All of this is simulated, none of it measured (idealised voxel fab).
process module | voxel air gaps
cross-section cut | 165 nm wide | cells 5 nm
A cross-section is a grid of square cells, given in bands from the top down. A band is one or more rows of cells.
Each band's line starts with the height of the band's top and of its bottom, in nm. Then come its materials from left to right, each with its width in nm. One material with "throughout" fills the band from edge to edge. "air" is empty space.
Height 0 is the level under which the wafer as received is all one material. The lowest band goes on downwards, as in "0 down".
A width such as "30 to 40" changes by the same amount from each row of cells to the next, from the band's top row to its bottom row.
"no change" after a step means that no cell of the cross-section changed.
closed voids: empty space of 8 cells or more with no open way to the top, each as width x height at its distance from the left edge, in nm
after a step's settings: what the simulator itself notes on the step
overlay nm, on a step with a mask: how far to the right of its planned place the mask lay; to the left if negative
plan
1 op RECEIVE | material Si
2 op CONFORMAL_DEP | material SiO2 | thk nm 15
3 op CONFORMAL_DEP | material SiCN | thk nm 5
4 op DIRECTIONAL_DEP | material lowk | thk nm 30
5 op DIRECTIONAL_DEP | material aC | thk nm 10
6 op PATTERN | tone open | mask id LINES | material resist | width nm 20 | pitch nm 45 | thk nm 25 | overlay nm 0
7 op DIRECTIONAL_ETCH | etch materials aC | depth nm 10
8 op STRIP | etch materials resist
9 op DIRECTIONAL_ETCH | etch materials lowk | depth nm 30
10 op STRIP | etch materials aC
11 op CONFORMAL_DEP | material TiN | thk nm 5
12 op FILL_DEP | material Ru | thk nm 5
13 op CMP | height nm 50
14 op EPI | material Ru | thk nm 10
15 op SELECTIVE_ETCH | etch materials lowk | depth nm 40
16 op CONFORMAL_DEP | material SiCN | thk nm 5
as received, after step 1
  0 down: Si throughout
  closed voids: none
a wafer at the end: this start, this plan, one mistake
  65 to 60: SiCN throughout
  60 to 50: Ru throughout
  50 to 25: Ru 20 | TiN 5 | lowk 20 | TiN 5 | Ru 15 | TiN 5 | lowk 20 | TiN 5 | Ru 15 | TiN 5 | lowk 20 | TiN 5 | Ru 25
  25 to 20: TiN 25 | lowk 20 | TiN 25 | lowk 20 | TiN 25 | lowk 20 | TiN 30
  20 to 15: SiCN throughout
  15 to 0: SiO2 throughout
  0 down: Si throughout
  closed voids: none
what went wrong: step 6 ran as: op PATTERN | tone cover | mask id LINES | material resist | width nm 20 | pitch nm 45 | thk nm 25 | overlay nm 0
